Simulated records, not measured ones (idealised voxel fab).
The process module presented herein is designated voxel transistor to metal.
Section shown: cut. Width: 175 nm. Cell size: 5 nm, square.
Cross-section spec: square-cell grid; bands listed top down; each band is one or more rows. Within each band entry, the heights of the top and of the bottom of the band appear first, in that order and in nm; the materials of the band then follow from left to right, each with its corresponding width in nm. The designation "all across" on a single material indicates that it fills the band from edge to edge; the designation "air" indicates empty space. We count height from 0. Below that, the starting wafer is all one material. The lowest band never ends at the bottom but goes on down; see "0 and below" for how that is written. Graded width ("30 to 40"): value in top row of band = first number; value in bottom row = second number; row-to-row change constant. Given "all unchanged" for a step, no cell of the cross-section differs between before and after that step. In "Fully closed voids" the enclosed voids are listed, meaning empty spaces of 8 cells or larger without any opening to the top. The form is width x height at distance, distance from the left edge, units nm. Note: text after step settings on the step line = simulator remark on that step. You can add "overlay nm" to a step's line. For a step with a mask, it describes how far the mask lay to the right of its planned position, and a negative number describes a lay to the left.

**The steps planned for the process are as follows**
step 1: RECEIVE: material Si
step 2: OXIDIZE: depth nm 5
step 3: CONFORMAL_DEP: material SiN, thk nm 10
step 4: MASKED_ETCH: tone cover, mask id ACTIVE, width nm 110, etch materials SiN, depth nm 10, overlay nm 0
step 5: MASKED_ETCH: tone cover, mask id ACTIVE, width nm 110, etch materials SiO2, depth nm 5, overlay nm 0
step 6: MASKED_ETCH: tone cover, mask id ACTIVE, width nm 110, etch materials Si, depth nm 25, overlay nm 0
step 7: OXIDIZE: depth nm 5
step 8: FILL_DEP: material SiO2, thk nm 5
step 9: CMP: height nm 10
step 10: SELECTIVE_ETCH: etch materials SiO2, depth nm 5
step 11: STRIP: etch materials SiN
step 12: SELECTIVE_ETCH: etch materials SiO2, depth nm 5
step 13: OXIDIZE: depth nm 5
step 14: DIRECTIONAL_DEP: material polySi, thk nm 25
step 15: DIRECTIONAL_DEP: material SiCN, thk nm 15
step 16: MASKED_ETCH: tone cover, mask id GATE, width nm 30, etch materials SiCN, depth nm 25, overlay nm 0
step 17: MASKED_ETCH: tone cover, mask id GATE, width nm 30, etch materials polySi, depth nm 35, overlay nm 0
step 18: CONFORMAL_DEP: material SiO2, thk nm 5
step 19: DIRECTIONAL_ETCH: etch materials SiO2, depth nm 5
step 20: CONFORMAL_DEP: material SiN, thk nm 5
step 21: DIRECTIONAL_ETCH: etch materials SiN, depth nm 5
step 22: DIRECTIONAL_ETCH: etch materials SiO2, depth nm 5
step 23: DIRECTIONAL_ETCH: etch materials Si, depth nm 10
step 24: EPI: material nSi, thk nm 10
step 25: FILL_DEP: material SiO2, thk nm 10
step 26: CMP: height nm 20
step 27: STRIP: etch materials polySi
step 28: SELECTIVE_ETCH: etch materials SiO2, depth nm 5
step 29: CONFORMAL_DEP: material HfO2, thk nm 5
step 30: CONFORMAL_DEP: material TiN, thk nm 5
step 31: FILL_DEP: material W, thk nm 10
step 32: CMP: height nm 15
step 33: DIRECTIONAL_DEP: material SiO2, thk nm 10
step 34: DIRECTIONAL_DEP: material aC, thk nm 15
step 35: PATTERN: tone open, mask id CONTACT, material resist, width nm 15, pitch nm 75, thk nm 35, overlay nm 0
step 36: DIRECTIONAL_ETCH: etch materials aC, depth nm 15
step 37: STRIP: etch materials resist
step 38: DIRECTIONAL_ETCH: etch materials SiO2, depth nm 35
step 39: STRIP: etch materials aC
step 40: CONFORMAL_DEP: material TiN, thk nm 5
step 41: FILL_DEP: material Ru, thk nm 5
step 42: CMP: height nm 25
step 43: DIRECTIONAL_DEP: material TiN, thk nm 5
step 44: DIRECTIONAL_DEP: material W, thk nm 25
step 45: DIRECTIONAL_DEP: material aC, thk nm 10
step 46: PATTERN: tone cover, mask id METAL_1, material resist, width nm 15, pitch nm 75, thk nm 25, overlay nm 0
step 47: DIRECTIONAL_ETCH: etch materials aC, depth nm 10
step 48: STRIP: etch materials resist
step 49: DIRECTIONAL_ETCH: etch materials W, depth nm 25
step 50: DIRECTIONAL_ETCH: etch materials TiN, depth nm 5
step 51: STRIP: etch materials aC
step 52: CONFORMAL_DEP: material SiCN, thk nm 5
step 53: FILL_DEP: material lowk, thk nm 5
step 54: CMP: height nm 55
step 55: CONFORMAL_DEP: material SiCN, thk nm 5

**The first of the two wafers, which ran as planned**

**Cross-section of the wafer as it came to us, i.e., already through step 1**
0 and below: Si all across
Fully closed voids: none

**Step 2 complete: cross-section through the wafer**
0 down to -5: SiO2 all across
Unchanged below -5.

**Step 3 complete: cross-section through the wafer**
10 down to 0: SiN all across
Unchanged below 0.

**Step 4 complete: cross-section through the wafer**
10 down to 0: air (30); SiN (110); air (35)
Unchanged below 0.

**Step 5 complete: cross-section through the wafer**
10 down to 0: air (30); SiN (110); air (35)
0 down to -5: air (30); SiO2 (110); air (35)
Unchanged below -5.

**Step 6 complete: cross-section through the wafer**
10 down to 0: air (30); SiN (110); air (35)
0 down to -5: air (30); SiO2 (110); air (35)
-5 down to -30: air (30); Si (110); air (35)
Unchanged below -30.

**Step 7 complete: cross-section through the wafer**
10 down to 0: air (30); SiN (110); air (35)
0 down to -5: air (30); SiO2 (110); air (35)
-5 down to -30: air (30); SiO2 (5); Si (100); SiO2 (5); air (35)
-30 down to -35: SiO2 (35); Si (100); SiO2 (40)
Unchanged below -35.

**Step 8 complete: cross-section through the wafer**
15 down to 10: SiO2 all across
10 down to 0: SiO2 (30); SiN (110); SiO2 (35)
0 down to -5: SiO2 all across
-5 down to -35: SiO2 (35); Si (100); SiO2 (40)
Unchanged below -35.

**Step 9 complete: cross-section through the wafer**
10 down to 0: SiO2 (30); SiN (110); SiO2 (35)
Unchanged below 0.

**Step 10 complete: cross-section through the wafer**
10 down to 5: air (30); SiN (110); air (35)
Unchanged below 5.

**Step 11 complete: cross-section through the wafer**
5 down to 0: SiO2 (30); air (110); SiO2 (35)
Unchanged below 0.

**Step 12 complete: cross-section through the wafer**
0 down to -5: SiO2 (25); air (120); SiO2 (30)
Unchanged below -5.

**Step 13 complete: cross-section through the wafer**
0 down to -5: SiO2 (25); air (120); SiO2 (30)
-5 down to -10: SiO2 all across
Unchanged below -10.

**Step 14 complete: cross-section through the wafer**
25 down to 20: polySi (25); air (120); polySi (30)
20 down to 0: polySi all across
0 down to -5: SiO2 (25); polySi (120); SiO2 (30)
Unchanged below -5.

**Step 15 complete: cross-section through the wafer**
40 down to 35: SiCN (25); air (120); SiCN (30)
35 down to 25: SiCN all across
25 down to 20: polySi (25); SiCN (120); polySi (30)
Unchanged below 20.

**Step 16 complete: cross-section through the wafer**
35 down to 25: air (70); SiCN (30); air (75)
25 down to 20: polySi (25); air (45); SiCN (30); air (45); polySi (30)
Unchanged below 20.

**Step 17 complete: cross-section through the wafer**
35 down to 20: air (70); SiCN (30); air (75)
20 down to 0: air (70); polySi (30); air (75)
0 down to -5: SiO2 (25); air (45); polySi (30); air (45); SiO2 (30)
Unchanged below -5.

**Step 18 complete: cross-section through the wafer**
40 down to 35: air (65); SiO2 (40); air (70)
35 down to 20: air (65); SiO2 (5); SiCN (30); SiO2 (5); air (70)
20 down to 5: air (65); SiO2 (5); polySi (30); SiO2 (5); air (70)
5 down to 0: SiO2 (30); air (35); SiO2 (5); polySi (30); SiO2 (5); air (35); SiO2 (35)
0 down to -5: SiO2 (70); polySi (30); SiO2 (75)
Unchanged below -5.

**Step 19 complete: cross-section through the wafer**
35 down to 20: air (65); SiO2 (5); SiCN (30); SiO2 (5); air (70)
20 down to 0: air (65); SiO2 (5); polySi (30); SiO2 (5); air (70)
0 down to -5: SiO2 (30); air (35); SiO2 (5); polySi (30); SiO2 (5); air (35); SiO2 (35)
Unchanged below -5.

**Step 20 complete: cross-section through the wafer**
40 down to 35: air (60); SiN (50); air (65)
35 down to 20: air (60); SiN (5); SiO2 (5); SiCN (30); SiO2 (5); SiN (5); air (65)
20 down to 5: air (60); SiN (5); SiO2 (5); polySi (30); SiO2 (5); SiN (5); air (65)
5 down to 0: SiN (35); air (25); SiN (5); SiO2 (5); polySi (30); SiO2 (5); SiN (5); air (25); SiN (40)
0 down to -5: SiO2 (30); SiN (35); SiO2 (5); polySi (30); SiO2 (5); SiN (35); SiO2 (35)
Unchanged below -5.

**Step 21 complete: cross-section through the wafer**
35 down to 20: air (60); SiN (5); SiO2 (5); SiCN (30); SiO2 (5); SiN (5); air (65)
20 down to 0: air (60); SiN (5); SiO2 (5); polySi (30); SiO2 (5); SiN (5); air (65)
0 down to -5: SiO2 (30); SiN (5); air (25); SiN (5); SiO2 (5); polySi (30); SiO2 (5); SiN (5); air (25); SiN (5); SiO2 (35)
Unchanged below -5.

**Step 22 complete: cross-section through the wafer**
35 down to 30: air (60); SiN (5); air (5); SiCN (30); air (5); SiN (5); air (65)
30 down to 20: air (60); SiN (5); SiO2 (5); SiCN (30); SiO2 (5); SiN (5); air (65)
20 down to 0: air (60); SiN (5); SiO2 (5); polySi (30); SiO2 (5); SiN (5); air (65)
0 down to -5: air (30); SiN (5); air (25); SiN (5); SiO2 (5); polySi (30); SiO2 (5); SiN (5); air (25); SiN (5); air (35)
-5 down to -10: SiO2 (35); air (25); SiO2 (50); air (25); SiO2 (40)
Unchanged below -10.

**Step 23 complete: cross-section through the wafer**
35 down to 30: air (60); SiN (5); air (5); SiCN (30); air (5); SiN (5); air (65)
30 down to 20: air (60); SiN (5); SiO2 (5); SiCN (30); SiO2 (5); SiN (5); air (65)
20 down to 0: air (60); SiN (5); SiO2 (5); polySi (30); SiO2 (5); SiN (5); air (65)
0 down to -5: air (30); SiN (5); air (25); SiN (5); SiO2 (5); polySi (30); SiO2 (5); SiN (5); air (25); SiN (5); air (35)
-5 down to -10: SiO2 (35); air (25); SiO2 (50); air (25); SiO2 (40)
-10 down to -20: SiO2 (35); air (25); Si (50); air (25); SiO2 (40)
Unchanged below -20.

**Step 24 complete: cross-section through the wafer**
35 down to 30: air (60); SiN (5); air (5); SiCN (30); air (5); SiN (5); air (65)
30 down to 20: air (60); SiN (5); SiO2 (5); SiCN (30); SiO2 (5); SiN (5); air (65)
20 down to 0: air (60); SiN (5); SiO2 (5); polySi (30); SiO2 (5); SiN (5); air (65)
0 down to -5: air (30); SiN (5); air (15); nSi (10); SiN (5); SiO2 (5); polySi (30); SiO2 (5); SiN (5); nSi (10); air (15); SiN (5); air (35)
-5 down to -10: SiO2 (35); air (15); nSi (10); SiO2 (50); nSi (10); air (15); SiO2 (40)
-10 down to -20: SiO2 (35); nSi (25); Si (50); nSi (25); SiO2 (40)
Unchanged below -20.

**Step 25 complete: cross-section through the wafer**
45 down to 35: SiO2 all across
35 down to 20: SiO2 (60); SiN (5); SiO2 (5); SiCN (30); SiO2 (5); SiN (5); SiO2 (65)
20 down to 0: SiO2 (60); SiN (5); SiO2 (5); polySi (30); SiO2 (5); SiN (5); SiO2 (65)
0 down to -5: SiO2 (30); SiN (5); SiO2 (15); nSi (10); SiN (5); SiO2 (5); polySi (30); SiO2 (5); SiN (5); nSi (10); SiO2 (15); SiN (5); SiO2 (35)
-5 down to -10: SiO2 (50); nSi (10); SiO2 (50); nSi (10); SiO2 (55)
Unchanged below -10.

**Step 26 complete: cross-section through the wafer**
20 down to 0: SiO2 (60); SiN (5); SiO2 (5); polySi (30); SiO2 (5); SiN (5); SiO2 (65)
Unchanged below 0.

**Step 27 complete: cross-section through the wafer**
20 down to 0: SiO2 (60); SiN (5); SiO2 (5); air (30); SiO2 (5); SiN (5); SiO2 (65)
0 down to -5: SiO2 (30); SiN (5); SiO2 (15); nSi (10); SiN (5); SiO2 (5); air (30); SiO2 (5); SiN (5); nSi (10); SiO2 (15); SiN (5); SiO2 (35)
Unchanged below -5.

**Step 28 complete: cross-section through the wafer**
20 down to 15: air (60); SiN (5); air (40); SiN (5); air (65)
15 down to 0: SiO2 (60); SiN (5); air (40); SiN (5); SiO2 (65)
0 down to -5: SiO2 (30); SiN (5); SiO2 (15); nSi (10); SiN (5); air (40); SiN (5); nSi (10); SiO2 (15); SiN (5); SiO2 (35)
-5 down to -10: SiO2 (50); nSi (10); SiO2 (5); air (40); SiO2 (5); nSi (10); SiO2 (55)
Unchanged below -10.

**Step 29 complete: cross-section through the wafer**
25 down to 20: air (55); HfO2 (15); air (30); HfO2 (15); air (60)
20 down to 15: HfO2 (60); SiN (5); HfO2 (5); air (30); HfO2 (5); SiN (5); HfO2 (65)
15 down to 0: SiO2 (60); SiN (5); HfO2 (5); air (30); HfO2 (5); SiN (5); SiO2 (65)
0 down to -5: SiO2 (30); SiN (5); SiO2 (15); nSi (10); SiN (5); HfO2 (5); air (30); HfO2 (5); SiN (5); nSi (10); SiO2 (15); SiN (5); SiO2 (35)
-5 down to -10: SiO2 (50); nSi (10); SiO2 (5); HfO2 (40); SiO2 (5); nSi (10); SiO2 (55)
Unchanged below -10.

**Step 30 complete: cross-section through the wafer**
30 down to 25: air (50); TiN (25); air (20); TiN (25); air (55)
25 down to 20: TiN (55); HfO2 (15); TiN (5); air (20); TiN (5); HfO2 (15); TiN (60)
20 down to 15: HfO2 (60); SiN (5); HfO2 (5); TiN (5); air (20); TiN (5); HfO2 (5); SiN (5); HfO2 (65)
15 down to 0: SiO2 (60); SiN (5); HfO2 (5); TiN (5); air (20); TiN (5); HfO2 (5); SiN (5); SiO2 (65)
0 down to -5: SiO2 (30); SiN (5); SiO2 (15); nSi (10); SiN (5); HfO2 (5); TiN (30); HfO2 (5); SiN (5); nSi (10); SiO2 (15); SiN (5); SiO2 (35)
Unchanged below -5.

**Step 31 complete: cross-section through the wafer**
40 down to 30: W all across
30 down to 25: W (50); TiN (25); W (20); TiN (25); W (55)
25 down to 20: TiN (55); HfO2 (15); TiN (5); W (20); TiN (5); HfO2 (15); TiN (60)
20 down to 15: HfO2 (60); SiN (5); HfO2 (5); TiN (5); W (20); TiN (5); HfO2 (5); SiN (5); HfO2 (65)
15 down to 0: SiO2 (60); SiN (5); HfO2 (5); TiN (5); W (20); TiN (5); HfO2 (5); SiN (5); SiO2 (65)
Unchanged below 0.

**Step 32 complete: cross-section through the wafer**
15 down to 0: SiO2 (60); SiN (5); HfO2 (5); TiN (5); W (20); TiN (5); HfO2 (5); SiN (5); SiO2 (65)
Unchanged below 0.

**Step 33 complete: cross-section through the wafer**
25 down to 15: SiO2 all across
Unchanged below 15.

**Step 34 complete: cross-section through the wafer**
40 down to 25: aC all across
Unchanged below 25.

**Step 35 complete: cross-section through the wafer**
75 down to 40: resist (40); air (15); resist (60); air (15); resist (45)
Unchanged below 40.

**Step 36 complete: cross-section through the wafer**
60 down to 40: resist (40); air (15); resist (60); air (15); resist (45)
40 down to 25: aC (40); air (15); aC (60); air (15); aC (45)
Unchanged below 25.

**Step 37 complete: cross-section through the wafer**
40 down to 25: aC (40); air (15); aC (60); air (15); aC (45)
Unchanged below 25.

**Step 38 complete: cross-section through the wafer**
40 down to 25: aC (40); air (15); aC (60); air (15); aC (45)
25 down to 15: SiO2 (40); air (15); SiO2 (60); air (15); SiO2 (45)
15 down to 0: SiO2 (40); air (15); SiO2 (5); SiN (5); HfO2 (5); TiN (5); W (20); TiN (5); HfO2 (5); SiN (5); SiO2 (5); air (15); SiO2 (45)
0 down to -5: SiO2 (30); SiN (5); SiO2 (5); air (10); nSi (10); SiN (5); HfO2 (5); TiN (30); HfO2 (5); SiN (5); nSi (10); air (10); SiO2 (5); SiN (5); SiO2 (35)
-5 down to -10: SiO2 (40); air (10); nSi (10); SiO2 (5); HfO2 (40); SiO2 (5); nSi (10); air (10); SiO2 (45)
Unchanged below -10.

**Step 39 complete: cross-section through the wafer**
25 down to 15: SiO2 (40); air (15); SiO2 (60); air (15); SiO2 (45)
Unchanged below 15.

**Step 40 complete: cross-section through the wafer**
30 down to 25: TiN (45); air (5); TiN (70); air (5); TiN (50)
25 down to 15: SiO2 (40); TiN (5); air (5); TiN (5); SiO2 (60); TiN (5); air (5); TiN (5); SiO2 (45)
15 down to 5: SiO2 (40); TiN (5); air (5); TiN (5); SiO2 (5); SiN (5); HfO2 (5); TiN (5); W (20); TiN (5); HfO2 (5); SiN (5); SiO2 (5); TiN (5); air (5); TiN (5); SiO2 (45)
5 down to 0: SiO2 (40); TiN (15); SiO2 (5); SiN (5); HfO2 (5); TiN (5); W (20); TiN (5); HfO2 (5); SiN (5); SiO2 (5); TiN (15); SiO2 (45)
0 down to -5: SiO2 (30); SiN (5); SiO2 (5); TiN (10); nSi (10); SiN (5); HfO2 (5); TiN (30); HfO2 (5); SiN (5); nSi (10); TiN (10); SiO2 (5); SiN (5); SiO2 (35)
-5 down to -10: SiO2 (40); TiN (10); nSi (10); SiO2 (5); HfO2 (40); SiO2 (5); nSi (10); TiN (10); SiO2 (45)
Unchanged below -10.

**Step 41 complete: cross-section through the wafer**
35 down to 30: Ru all across
30 down to 25: TiN (45); Ru (5); TiN (70); Ru (5); TiN (50)
25 down to 15: SiO2 (40); TiN (5); Ru (5); TiN (5); SiO2 (60); TiN (5); Ru (5); TiN (5); SiO2 (45)
15 down to 5: SiO2 (40); TiN (5); Ru (5); TiN (5); SiO2 (5); SiN (5); HfO2 (5); TiN (5); W (20); TiN (5); HfO2 (5); SiN (5); SiO2 (5); TiN (5); Ru (5); TiN (5); SiO2 (45)
Unchanged below 5.

**Step 42 complete: cross-section through the wafer**
25 down to 15: SiO2 (40); TiN (5); Ru (5); TiN (5); SiO2 (60); TiN (5); Ru (5); TiN (5); SiO2 (45)
Unchanged below 15.

**Step 43 complete: cross-section through the wafer**
30 down to 25: TiN all across
Unchanged below 25.

**Step 44 complete: cross-section through the wafer**
55 down to 30: W all across
Unchanged below 30.

**Step 45 complete: cross-section through the wafer**
65 down to 55: aC all across
Unchanged below 55.

**Step 46 complete: cross-section through the wafer**
90 down to 65: air (40); resist (15); air (60); resist (15); air (45)
Unchanged below 65.

**Step 47 complete: cross-section through the wafer**
80 down to 65: air (40); resist (15); air (60); resist (15); air (45)
65 down to 55: air (40); aC (15); air (60); aC (15); air (45)
Unchanged below 55.

**Step 48 complete: cross-section through the wafer**
65 down to 55: air (40); aC (15); air (60); aC (15); air (45)
Unchanged below 55.

**Step 49 complete: cross-section through the wafer**
65 down to 55: air (40); aC (15); air (60); aC (15); air (45)
55 down to 30: air (40); W (15); air (60); W (15); air (45)
Unchanged below 30.

**Step 50 complete: cross-section through the wafer**
65 down to 55: air (40); aC (15); air (60); aC (15); air (45)
55 down to 30: air (40); W (15); air (60); W (15); air (45)
30 down to 25: air (40); TiN (15); air (60); TiN (15); air (45)
Unchanged below 25.

**Step 51 complete: cross-section through the wafer**
55 down to 30: air (40); W (15); air (60); W (15); air (45)
Unchanged below 30.

**Step 52 complete: cross-section through the wafer**
60 down to 55: air (35); SiCN (25); air (50); SiCN (25); air (40)
55 down to 30: air (35); SiCN (5); W (15); SiCN (5); air (50); SiCN (5); W (15); SiCN (5); air (40)
30 down to 25: SiCN (40); TiN (15); SiCN (60); TiN (15); SiCN (45)
Unchanged below 25.

**Step 53 complete: cross-section through the wafer**
65 down to 60: lowk all across
60 down to 55: lowk (35); SiCN (25); lowk (50); SiCN (25); lowk (40)
55 down to 30: lowk (35); SiCN (5); W (15); SiCN (5); lowk (50); SiCN (5); W (15); SiCN (5); lowk (40)
Unchanged below 30.

**Step 54 complete: cross-section through the wafer**
55 down to 30: lowk (35); SiCN (5); W (15); SiCN (5); lowk (50); SiCN (5); W (15); SiCN (5); lowk (40)
Unchanged below 30.

**Step 55 complete: cross-section through the wafer**
60 down to 55: SiCN all across
Unchanged below 55.

**The remaining wafer, second of the two, started like the first and was run to the same plan, except that one mistake was made along the way; the two coincide through step 28, inclusive**

**Second wafer: cross-section at the scheduled end of step 29**
25 down to 20: air (55); TiN (15); air (30); TiN (15); air (60)
20 down to 15: TiN (60); SiN (5); TiN (5); air (30); TiN (5); SiN (5); TiN (65)
15 down to 0: SiO2 (60); SiN (5); TiN (5); air (30); TiN (5); SiN (5); SiO2 (65)
0 down to -5: SiO2 (30); SiN (5); SiO2 (15); nSi (10); SiN (5); TiN (5); air (30); TiN (5); SiN (5); nSi (10); SiO2 (15); SiN (5); SiO2 (35)
-5 down to -10: SiO2 (50); nSi (10); SiO2 (5); TiN (40); SiO2 (5); nSi (10); SiO2 (55)
Unchanged below -10.

**Second wafer: cross-section at the scheduled end of step 30**
30 down to 25: air (50); HfO2 (25); air (20); HfO2 (25); air (55)
25 down to 20: HfO2 (55); TiN (15); HfO2 (5); air (20); HfO2 (5); TiN (15); HfO2 (60)
20 down to 15: TiN (60); SiN (5); TiN (5); HfO2 (5); air (20); HfO2 (5); TiN (5); SiN (5); TiN (65)
15 down to 0: SiO2 (60); SiN (5); TiN (5); HfO2 (5); air (20); HfO2 (5); TiN (5); SiN (5); SiO2 (65)
0 down to -5: SiO2 (30); SiN (5); SiO2 (15); nSi (10); SiN (5); TiN (5); HfO2 (30); TiN (5); SiN (5); nSi (10); SiO2 (15); SiN (5); SiO2 (35)
Unchanged below -5.

**Second wafer: cross-section at the scheduled end of step 31**
40 down to 30: W all across
30 down to 25: W (50); HfO2 (25); W (20); HfO2 (25); W (55)
25 down to 20: HfO2 (55); TiN (15); HfO2 (5); W (20); HfO2 (5); TiN (15); HfO2 (60)
20 down to 15: TiN (60); SiN (5); TiN (5); HfO2 (5); W (20); HfO2 (5); TiN (5); SiN (5); TiN (65)
15 down to 0: SiO2 (60); SiN (5); TiN (5); HfO2 (5); W (20); HfO2 (5); TiN (5); SiN (5); SiO2 (65)
Unchanged below 0.

**Second wafer: cross-section at the scheduled end of step 32**
15 down to 0: SiO2 (60); SiN (5); TiN (5); HfO2 (5); W (20); HfO2 (5); TiN (5); SiN (5); SiO2 (65)
Unchanged below 0.

**Second wafer: cross-section at the scheduled end of step 33**
25 down to 15: SiO2 all across
Unchanged below 15.

**Second wafer: cross-section at the scheduled end of step 34**
40 down to 25: aC all across
Unchanged below 25.

**Second wafer: cross-section at the scheduled end of step 35**
75 down to 40: resist (40); air (15); resist (60); air (15); resist (45)
Unchanged below 40.

**Second wafer: cross-section at the scheduled end of step 36**
60 down to 40: resist (40); air (15); resist (60); air (15); resist (45)
40 down to 25: aC (40); air (15); aC (60); air (15); aC (45)
Unchanged below 25.

**Second wafer: cross-section at the scheduled end of step 37**
40 down to 25: aC (40); air (15); aC (60); air (15); aC (45)
Unchanged below 25.

**Second wafer: cross-section at the scheduled end of step 38**
40 down to 25: aC (40); air (15); aC (60); air (15); aC (45)
25 down to 15: SiO2 (40); air (15); SiO2 (60); air (15); SiO2 (45)
15 down to 0: SiO2 (40); air (15); SiO2 (5); SiN (5); TiN (5); HfO2 (5); W (20); HfO2 (5); TiN (5); SiN (5); SiO2 (5); air (15); SiO2 (45)
0 down to -5: SiO2 (30); SiN (5); SiO2 (5); air (10); nSi (10); SiN (5); TiN (5); HfO2 (30); TiN (5); SiN (5); nSi (10); air (10); SiO2 (5); SiN (5); SiO2 (35)
-5 down to -10: SiO2 (40); air (10); nSi (10); SiO2 (5); TiN (40); SiO2 (5); nSi (10); air (10); SiO2 (45)
Unchanged below -10.

**Second wafer: cross-section at the scheduled end of step 39**
25 down to 15: SiO2 (40); air (15); SiO2 (60); air (15); SiO2 (45)
Unchanged below 15.

**Second wafer: cross-section at the scheduled end of step 40**
30 down to 25: TiN (45); air (5); TiN (70); air (5); TiN (50)
25 down to 15: SiO2 (40); TiN (5); air (5); TiN (5); SiO2 (60); TiN (5); air (5); TiN (5); SiO2 (45)
15 down to 5: SiO2 (40); TiN (5); air (5); TiN (5); SiO2 (5); SiN (5); TiN (5); HfO2 (5); W (20); HfO2 (5); TiN (5); SiN (5); SiO2 (5); TiN (5); air (5); TiN (5); SiO2 (45)
5 down to 0: SiO2 (40); TiN (15); SiO2 (5); SiN (5); TiN (5); HfO2 (5); W (20); HfO2 (5); TiN (5); SiN (5); SiO2 (5); TiN (15); SiO2 (45)
0 down to -5: SiO2 (30); SiN (5); SiO2 (5); TiN (10); nSi (10); SiN (5); TiN (5); HfO2 (30); TiN (5); SiN (5); nSi (10); TiN (10); SiO2 (5); SiN (5); SiO2 (35)
-5 down to -10: SiO2 (40); TiN (10); nSi (10); SiO2 (5); TiN (40); SiO2 (5); nSi (10); TiN (10); SiO2 (45)
Unchanged below -10.

**Second wafer: cross-section at the scheduled end of step 41**
35 down to 30: Ru all across
30 down to 25: TiN (45); Ru (5); TiN (70); Ru (5); TiN (50)
25 down to 15: SiO2 (40); TiN (5); Ru (5); TiN (5); SiO2 (60); TiN (5); Ru (5); TiN (5); SiO2 (45)
15 down to 5: SiO2 (40); TiN (5); Ru (5); TiN (5); SiO2 (5); SiN (5); TiN (5); HfO2 (5); W (20); HfO2 (5); TiN (5); SiN (5); SiO2 (5); TiN (5); Ru (5); TiN (5); SiO2 (45)
Unchanged below 5.

**Second wafer: cross-section at the scheduled end of step 42**
25 down to 15: SiO2 (40); TiN (5); Ru (5); TiN (5); SiO2 (60); TiN (5); Ru (5); TiN (5); SiO2 (45)
Unchanged below 15.

**Second wafer: cross-section at the scheduled end of step 43**
30 down to 25: TiN all across
Unchanged below 25.

**Second wafer: cross-section at the scheduled end of step 44**
55 down to 30: W all across
Unchanged below 30.

**Second wafer: cross-section at the scheduled end of step 45**
65 down to 55: aC all across
Unchanged below 55.

**Second wafer: cross-section at the scheduled end of step 46**
90 down to 65: air (40); resist (15); air (60); resist (15); air (45)
Unchanged below 65.

**Second wafer: cross-section at the scheduled end of step 47**
80 down to 65: air (40); resist (15); air (60); resist (15); air (45)
65 down to 55: air (40); aC (15); air (60); aC (15); air (45)
Unchanged below 55.

**Second wafer: cross-section at the scheduled end of step 48**
65 down to 55: air (40); aC (15); air (60); aC (15); air (45)
Unchanged below 55.

**Second wafer: cross-section at the scheduled end of step 49**
65 down to 55: air (40); aC (15); air (60); aC (15); air (45)
55 down to 30: air (40); W (15); air (60); W (15); air (45)
Unchanged below 30.

**Second wafer: cross-section at the scheduled end of step 50**
65 down to 55: air (40); aC (15); air (60); aC (15); air (45)
55 down to 30: air (40); W (15); air (60); W (15); air (45)
30 down to 25: air (40); TiN (15); air (60); TiN (15); air (45)
Unchanged below 25.

**Second wafer: cross-section at the scheduled end of step 51**
55 down to 30: air (40); W (15); air (60); W (15); air (45)
Unchanged below 30.

**Second wafer: cross-section at the scheduled end of step 52**
60 down to 55: air (35); SiCN (25); air (50); SiCN (25); air (40)
55 down to 30: air (35); SiCN (5); W (15); SiCN (5); air (50); SiCN (5); W (15); SiCN (5); air (40)
30 down to 25: SiCN (40); TiN (15); SiCN (60); TiN (15); SiCN (45)
Unchanged below 25.

**Second wafer: cross-section at the scheduled end of step 53**
65 down to 60: lowk all across
60 down to 55: lowk (35); SiCN (25); lowk (50); SiCN (25); lowk (40)
55 down to 30: lowk (35); SiCN (5); W (15); SiCN (5); lowk (50); SiCN (5); W (15); SiCN (5); lowk (40)
Unchanged below 30.

**Second wafer: cross-section at the scheduled end of step 54**
55 down to 30: lowk (35); SiCN (5); W (15); SiCN (5); lowk (50); SiCN (5); W (15); SiCN (5); lowk (40)
Unchanged below 30.

**Second wafer: cross-section at the scheduled end of step 55**
60 down to 55: SiCN all across
Unchanged below 55.
The plan and the run diverged here: steps 29 and 30 swapped
It is noted that, at the conclusion of processing, the second wafer exhibits a higher or lower cell count for certain materials relative to the first: -4 HfO2 | +4 TiN
